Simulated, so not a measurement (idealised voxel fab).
A process module follows: voxel capacitor over wiring.
Square cell edge 5 nm, section width 180 nm, ID cut.
Reading order for cross-sections: top band down to bottom band. Underlying form: a grid of square cells. Band size: one or more rows of cells. The entry gives the band's vertical extent as a top height and a bottom height in nm, then its horizontal make-up as materials from left to right, each with a width in nm. "air" stands for empty space; a single material marked "throughout" fills the band edge to edge. Height 0 is the level under which the wafer as received is all one material. The lowest band goes on downwards, as in "0 down". When a width is written as two numbers, as in "30 to 40", the first number is the width in the top row of cells of the band and the second is the width in its bottom row, and the width changes by the same amount from each row to the next. "no modifications" for a step: no cell of the cross-section changed in that step. So "Closed cavity list" is basically the list of trapped voids: any empty space of 8 cells or more that can't reach the top through an opening. They're written width x height at distance, the distance being from the left edge, and it's all nm. Formally, on a step line, whatever follows the settings is a remark that the simulator itself makes on the step. overlay nm: where the mask lay relative to plan, measured to the right, on steps with a mask; negatives go left.
Process steps - plan
1: RECEIVE with material Si
2: CONFORMAL_DEP with material SiO2, thk nm 15
3: CONFORMAL_DEP with material SiN, thk nm 5
4: DIRECTIONAL_DEP with material lowk, thk nm 20
5: DIRECTIONAL_DEP with material aC, thk nm 10
6: PATTERN with tone open, mask id METAL_1, material resist, width nm 25, pitch nm 75, thk nm 30, overlay nm 0
7: DIRECTIONAL_ETCH with etch materials aC, depth nm 10
8: STRIP with etch materials resist
9: DIRECTIONAL_ETCH with etch materials lowk, depth nm 20
10: DIRECTIONAL_ETCH with etch materials SiN, depth nm 5
11: STRIP with etch materials aC
12: CONFORMAL_DEP with material TiN, thk nm 5
13: FILL_DEP with material W, thk nm 10
14: CMP with height nm 40
15: CONFORMAL_DEP with material SiCN, thk nm 5
16: DIRECTIONAL_DEP with material lowk, thk nm 15
17: DIRECTIONAL_DEP with material aC, thk nm 15
18: PATTERN with tone open, mask id PLUG_1, material resist, width nm 15, thk nm 35, overlay nm 0
19: DIRECTIONAL_ETCH with etch materials aC, depth nm 15
20: STRIP with etch materials resist
21: DIRECTIONAL_ETCH with etch materials lowk, depth nm 15
22: DIRECTIONAL_ETCH with etch materials SiCN, depth nm 5
23: STRIP with etch materials aC
24: CONFORMAL_DEP with material TiN, thk nm 5
25: FILL_DEP with material Ru, thk nm 5
26: CMP with height nm 60
27: DIRECTIONAL_DEP with material TiN, thk nm 10
28: DIRECTIONAL_DEP with material Al2O3, thk nm 5
29: DIRECTIONAL_DEP with material TiN, thk nm 5
30: PATTERN with tone cover, mask id UPPER_PLATE, material resist, width nm 55, thk nm 20, overlay nm 0
31: DIRECTIONAL_ETCH with etch materials TiN, depth nm 5
32: DIRECTIONAL_ETCH with etch materials Al2O3, depth nm 5
33: STRIP with etch materials resist
34: PATTERN with tone cover, mask id LOWER_PLATE, material resist, width nm 65, thk nm 20, overlay nm 0
35: DIRECTIONAL_ETCH with etch materials TiN, depth nm 10
36: STRIP with etch materials resist
37: FILL_DEP with material SiO2, thk nm 20
38: CMP with height nm 95
39: DIRECTIONAL_DEP with material aC, thk nm 15
40: PATTERN with tone open, mask id PLUG_2, material resist, width nm 15, thk nm 30, overlay nm 0
41: DIRECTIONAL_ETCH with etch materials aC, depth nm 15
42: STRIP with etch materials resist
43: DIRECTIONAL_ETCH with etch materials SiO2, depth nm 15
44: STRIP with etch materials aC
45: CONFORMAL_DEP with material TiN, thk nm 5
46: FILL_DEP with material Cu, thk nm 10
47: CMP with height nm 95
48: CONFORMAL_DEP with material SiN, thk nm 5
The first of two wafers, run as planned
Cross-sectional view of the wafer in its as-received condition, corresponding to the state after step 1
- 0 down: Si throughout
- Closed cavity list: none
The following cross-section depicts the wafer upon completion of step 2
- 15 to 0: SiO2 throughout
- Rest of section, below 0: as before.
The following cross-section depicts the wafer upon completion of step 3
- 20 to 15: SiN throughout
- Rest of section, below 15: as before.
The following cross-section depicts the wafer upon completion of step 4
- 40 to 20: lowk throughout
- Rest of section, below 20: as before.
The following cross-section depicts the wafer upon completion of step 5
- 50 to 40: aC throughout
- Rest of section, below 40: as before.
The following cross-section depicts the wafer upon completion of step 6
- 80 to 50: resist 40 nm, air 25 nm, resist 50 nm, air 25 nm, resist 40 nm
- Rest of section, below 50: as before.
The following cross-section depicts the wafer upon completion of step 7
- 70 to 50: resist 40 nm, air 25 nm, resist 50 nm, air 25 nm, resist 40 nm
- 50 to 40: aC 40 nm, air 25 nm, aC 50 nm, air 25 nm, aC 40 nm
- Rest of section, below 40: as before.
The following cross-section depicts the wafer upon completion of step 8
- 50 to 40: aC 40 nm, air 25 nm, aC 50 nm, air 25 nm, aC 40 nm
- Rest of section, below 40: as before.
The following cross-section depicts the wafer upon completion of step 9
- 50 to 40: aC 40 nm, air 25 nm, aC 50 nm, air 25 nm, aC 40 nm
- 40 to 20: lowk 40 nm, air 25 nm, lowk 50 nm, air 25 nm, lowk 40 nm
- Rest of section, below 20: as before.
The following cross-section depicts the wafer upon completion of step 10
- 50 to 40: aC 40 nm, air 25 nm, aC 50 nm, air 25 nm, aC 40 nm
- 40 to 20: lowk 40 nm, air 25 nm, lowk 50 nm, air 25 nm, lowk 40 nm
- 20 to 15: SiN 40 nm, air 25 nm, SiN 50 nm, air 25 nm, SiN 40 nm
- Rest of section, below 15: as before.
The following cross-section depicts the wafer upon completion of step 11
- 40 to 20: lowk 40 nm, air 25 nm, lowk 50 nm, air 25 nm, lowk 40 nm
- Rest of section, below 20: as before.
The following cross-section depicts the wafer upon completion of step 12
- 45 to 40: TiN 45 nm, air 15 nm, TiN 60 nm, air 15 nm, TiN 45 nm
- 40 to 20: lowk 40 nm, TiN 5 nm, air 15 nm, TiN 5 nm, lowk 50 nm, TiN 5 nm, air 15 nm, TiN 5 nm, lowk 40 nm
- 20 to 15: SiN 40 nm, TiN 25 nm, SiN 50 nm, TiN 25 nm, SiN 40 nm
- Rest of section, below 15: as before.
The following cross-section depicts the wafer upon completion of step 13
- 55 to 45: W throughout
- 45 to 40: TiN 45 nm, W 15 nm, TiN 60 nm, W 15 nm, TiN 45 nm
- 40 to 20: lowk 40 nm, TiN 5 nm, W 15 nm, TiN 5 nm, lowk 50 nm, TiN 5 nm, W 15 nm, TiN 5 nm, lowk 40 nm
- Rest of section, below 20: as before.
The following cross-section depicts the wafer upon completion of step 14
- 40 to 20: lowk 40 nm, TiN 5 nm, W 15 nm, TiN 5 nm, lowk 50 nm, TiN 5 nm, W 15 nm, TiN 5 nm, lowk 40 nm
- Rest of section, below 20: as before.
The following cross-section depicts the wafer upon completion of step 15
- 45 to 40: SiCN throughout
- Rest of section, below 40: as before.
The following cross-section depicts the wafer upon completion of step 16
- 60 to 45: lowk throughout
- Rest of section, below 45: as before.
The following cross-section depicts the wafer upon completion of step 17
- 75 to 60: aC throughout
- Rest of section, below 60: as before.
The following cross-section depicts the wafer upon completion of step 18
- 110 to 75: resist 50 nm, air 15 nm, resist 115 nm
- Rest of section, below 75: as before.
The following cross-section depicts the wafer upon completion of step 19
- 95 to 75: resist 50 nm, air 15 nm, resist 115 nm
- 75 to 60: aC 50 nm, air 15 nm, aC 115 nm
- Rest of section, below 60: as before.
The following cross-section depicts the wafer upon completion of step 20
- 75 to 60: aC 50 nm, air 15 nm, aC 115 nm
- Rest of section, below 60: as before.
The following cross-section depicts the wafer upon completion of step 21
- 75 to 60: aC 50 nm, air 15 nm, aC 115 nm
- 60 to 45: lowk 50 nm, air 15 nm, lowk 115 nm
- Rest of section, below 45: as before.
The following cross-section depicts the wafer upon completion of step 22
- 75 to 60: aC 50 nm, air 15 nm, aC 115 nm
- 60 to 45: lowk 50 nm, air 15 nm, lowk 115 nm
- 45 to 40: SiCN 50 nm, air 15 nm, SiCN 115 nm
- Rest of section, below 40: as before.
The following cross-section depicts the wafer upon completion of step 23
- 60 to 45: lowk 50 nm, air 15 nm, lowk 115 nm
- Rest of section, below 45: as before.
The following cross-section depicts the wafer upon completion of step 24
- 65 to 60: TiN 55 nm, air 5 nm, TiN 120 nm
- 60 to 45: lowk 50 nm, TiN 5 nm, air 5 nm, TiN 5 nm, lowk 115 nm
- 45 to 40: SiCN 50 nm, TiN 15 nm, SiCN 115 nm
- Rest of section, below 40: as before.
The following cross-section depicts the wafer upon completion of step 25
- 70 to 65: Ru throughout
- 65 to 60: TiN 55 nm, Ru 5 nm, TiN 120 nm
- 60 to 45: lowk 50 nm, TiN 5 nm, Ru 5 nm, TiN 5 nm, lowk 115 nm
- Rest of section, below 45: as before.
The following cross-section depicts the wafer upon completion of step 26
- 60 to 45: lowk 50 nm, TiN 5 nm, Ru 5 nm, TiN 5 nm, lowk 115 nm
- Rest of section, below 45: as before.
The following cross-section depicts the wafer upon completion of step 27
- 70 to 60: TiN throughout
- Rest of section, below 60: as before.
The following cross-section depicts the wafer upon completion of step 28
- 75 to 70: Al2O3 throughout
- Rest of section, below 70: as before.
The following cross-section depicts the wafer upon completion of step 29
- 80 to 75: TiN throughout
- Rest of section, below 75: as before.
The following cross-section depicts the wafer upon completion of step 30
- 100 to 80: air 50 nm, resist 55 nm, air 75 nm
- Rest of section, below 80: as before.
The following cross-section depicts the wafer upon completion of step 31
- 100 to 80: air 50 nm, resist 55 nm, air 75 nm
- 80 to 75: air 50 nm, TiN 55 nm, air 75 nm
- Rest of section, below 75: as before.
The following cross-section depicts the wafer upon completion of step 32
- 100 to 80: air 50 nm, resist 55 nm, air 75 nm
- 80 to 75: air 50 nm, TiN 55 nm, air 75 nm
- 75 to 70: air 50 nm, Al2O3 55 nm, air 75 nm
- Rest of section, below 70: as before.
The following cross-section depicts the wafer upon completion of step 33
- 80 to 75: air 50 nm, TiN 55 nm, air 75 nm
- Rest of section, below 75: as before.
The following cross-section depicts the wafer upon completion of step 34
- 100 to 80: air 45 nm, resist 65 nm, air 70 nm
- 80 to 75: air 45 nm, resist 5 nm, TiN 55 nm, resist 5 nm, air 70 nm
- 75 to 70: air 45 nm, resist 5 nm, Al2O3 55 nm, resist 5 nm, air 70 nm
- Rest of section, below 70: as before.
The following cross-section depicts the wafer upon completion of step 35
- 100 to 80: air 45 nm, resist 65 nm, air 70 nm
- 80 to 75: air 45 nm, resist 5 nm, TiN 55 nm, resist 5 nm, air 70 nm
- 75 to 70: air 45 nm, resist 5 nm, Al2O3 55 nm, resist 5 nm, air 70 nm
- 70 to 60: air 45 nm, TiN 65 nm, air 70 nm
- Rest of section, below 60: as before.
The following cross-section depicts the wafer upon completion of step 36
- 80 to 75: air 50 nm, TiN 55 nm, air 75 nm
- 75 to 70: air 50 nm, Al2O3 55 nm, air 75 nm
- Rest of section, below 70: as before.
The following cross-section depicts the wafer upon completion of step 37
- 100 to 80: SiO2 throughout
- 80 to 75: SiO2 50 nm, TiN 55 nm, SiO2 75 nm
- 75 to 70: SiO2 50 nm, Al2O3 55 nm, SiO2 75 nm
- 70 to 60: SiO2 45 nm, TiN 65 nm, SiO2 70 nm
- Rest of section, below 60: as before.
The following cross-section depicts the wafer upon completion of step 38
- 95 to 80: SiO2 throughout
- Rest of section, below 80: as before.
The following cross-section depicts the wafer upon completion of step 39
- 110 to 95: aC throughout
- Rest of section, below 95: as before.
The following cross-section depicts the wafer upon completion of step 40
- 140 to 110: resist 60 nm, air 15 nm, resist 105 nm
- Rest of section, below 110: as before.
The following cross-section depicts the wafer upon completion of step 41
- 125 to 110: resist 60 nm, air 15 nm, resist 105 nm
- 110 to 95: aC 60 nm, air 15 nm, aC 105 nm
- Rest of section, below 95: as before.
The following cross-section depicts the wafer upon completion of step 42
- 110 to 95: aC 60 nm, air 15 nm, aC 105 nm
- Rest of section, below 95: as before.
The following cross-section depicts the wafer upon completion of step 43
- 110 to 95: aC 60 nm, air 15 nm, aC 105 nm
- 95 to 80: SiO2 60 nm, air 15 nm, SiO2 105 nm
- Rest of section, below 80: as before.
The following cross-section depicts the wafer upon completion of step 44
- 95 to 80: SiO2 60 nm, air 15 nm, SiO2 105 nm
- Rest of section, below 80: as before.
The following cross-section depicts the wafer upon completion of step 45
- 100 to 95: TiN 65 nm, air 5 nm, TiN 110 nm
- 95 to 85: SiO2 60 nm, TiN 5 nm, air 5 nm, TiN 5 nm, SiO2 105 nm
- 85 to 75: SiO2 60 to 50 nm, TiN 15 to 55 nm, SiO2 105 to 75 nm
- Rest of section, below 75: as before.
The following cross-section depicts the wafer upon completion of step 46
- 110 to 100: Cu throughout
- 100 to 95: TiN 65 nm, Cu 5 nm, TiN 110 nm
- 95 to 85: SiO2 60 nm, TiN 5 nm, Cu 5 nm, TiN 5 nm, SiO2 105 nm
- Rest of section, below 85: as before.
The following cross-section depicts the wafer upon completion of step 47
- 95 to 85: SiO2 60 nm, TiN 5 nm, Cu 5 nm, TiN 5 nm, SiO2 105 nm
- Rest of section, below 85: as before.
The following cross-section depicts the wafer upon completion of step 48
- 100 to 95: SiN throughout
- Rest of section, below 95: as before.
Regarding the second of the two wafers: it shared the first wafer's starting condition and process plan, yet one error occurred during its execution. Its history coincides with that of the first wafer up to and including step 33
Cross-section of the second wafer at the time by which step 34 should have been completed according to the plan
- 100 to 80: air 55 nm, resist 65 nm, air 60 nm
- 80 to 75: air 50 nm, TiN 55 nm, resist 15 nm, air 60 nm
- 75 to 70: air 50 nm, Al2O3 55 nm, resist 15 nm, air 60 nm
- Rest of section, below 70: as before.
Cross-section of the second wafer at the time by which step 35 should have been completed according to the plan
- 100 to 80: air 55 nm, resist 65 nm, air 60 nm
- 80 to 75: air 55 nm, TiN 50 nm, resist 15 nm, air 60 nm
- 75 to 70: air 50 nm, Al2O3 55 nm, resist 15 nm, air 60 nm
- 70 to 60: air 50 nm, TiN 70 nm, air 60 nm
- Rest of section, below 60: as before.
Cross-section of the second wafer at the time by which step 36 should have been completed according to the plan
- 80 to 75: air 55 nm, TiN 50 nm, air 75 nm
- 75 to 70: air 50 nm, Al2O3 55 nm, air 75 nm
- Rest of section, below 70: as before.
Cross-section of the second wafer at the time by which step 37 should have been completed according to the plan
- 100 to 80: SiO2 throughout
- 80 to 75: SiO2 55 nm, TiN 50 nm, SiO2 75 nm
- 75 to 70: SiO2 50 nm, Al2O3 55 nm, SiO2 75 nm
- 70 to 60: SiO2 50 nm, TiN 70 nm, SiO2 60 nm
- Rest of section, below 60: as before.
Cross-section of the second wafer at the time by which step 38 should have been completed according to the plan
- 95 to 80: SiO2 throughout
- Rest of section, below 80: as before.
Cross-section of the second wafer at the time by which step 39 should have been completed according to the plan
- 110 to 95: aC throughout
- Rest of section, below 95: as before.
Cross-section of the second wafer at the time by which step 40 should have been completed according to the plan
- 140 to 110: resist 60 nm, air 15 nm, resist 105 nm
- Rest of section, below 110: as before.
Cross-section of the second wafer at the time by which step 41 should have been completed according to the plan
- 125 to 110: resist 60 nm, air 15 nm, resist 105 nm
- 110 to 95: aC 60 nm, air 15 nm, aC 105 nm
- Rest of section, below 95: as before.
Cross-section of the second wafer at the time by which step 42 should have been completed according to the plan
- 110 to 95: aC 60 nm, air 15 nm, aC 105 nm
- Rest of section, below 95: as before.
Cross-section of the second wafer at the time by which step 43 should have been completed according to the plan
- 110 to 95: aC 60 nm, air 15 nm, aC 105 nm
- 95 to 80: SiO2 60 nm, air 15 nm, SiO2 105 nm
- Rest of section, below 80: as before.
Cross-section of the second wafer at the time by which step 44 should have been completed according to the plan
- 95 to 80: SiO2 60 nm, air 15 nm, SiO2 105 nm
- Rest of section, below 80: as before.
Cross-section of the second wafer at the time by which step 45 should have been completed according to the plan
- 100 to 95: TiN 65 nm, air 5 nm, TiN 110 nm
- 95 to 85: SiO2 60 nm, TiN 5 nm, air 5 nm, TiN 5 nm, SiO2 105 nm
- 85 to 75: SiO2 60 to 55 nm, TiN 15 to 50 nm, SiO2 105 to 75 nm
- Rest of section, below 75: as before.
Cross-section of the second wafer at the time by which step 46 should have been completed according to the plan
- 110 to 100: Cu throughout
- 100 to 95: TiN 65 nm, Cu 5 nm, TiN 110 nm
- 95 to 85: SiO2 60 nm, TiN 5 nm, Cu 5 nm, TiN 5 nm, SiO2 105 nm
- Rest of section, below 85: as before.
Cross-section of the second wafer at the time by which step 47 should have been completed according to the plan
- 95 to 85: SiO2 60 nm, TiN 5 nm, Cu 5 nm, TiN 5 nm, SiO2 105 nm
- Rest of section, below 85: as before.
Cross-section of the second wafer at the time by which step 48 should have been completed according to the plan
- 100 to 95: SiN throughout
- Rest of section, below 95: as before.
In executing the process, a mistake was made relative to the plan: step 34 deviated from plan and actually ran as PATTERN with tone cover, mask id LOWER_PLATE, material resist, width nm 65, thk nm 20, overlay nm 10
Final wafer comparison in cells, second versus first, more or fewer per material: SiO2: 1 fewer, TiN: 1 more
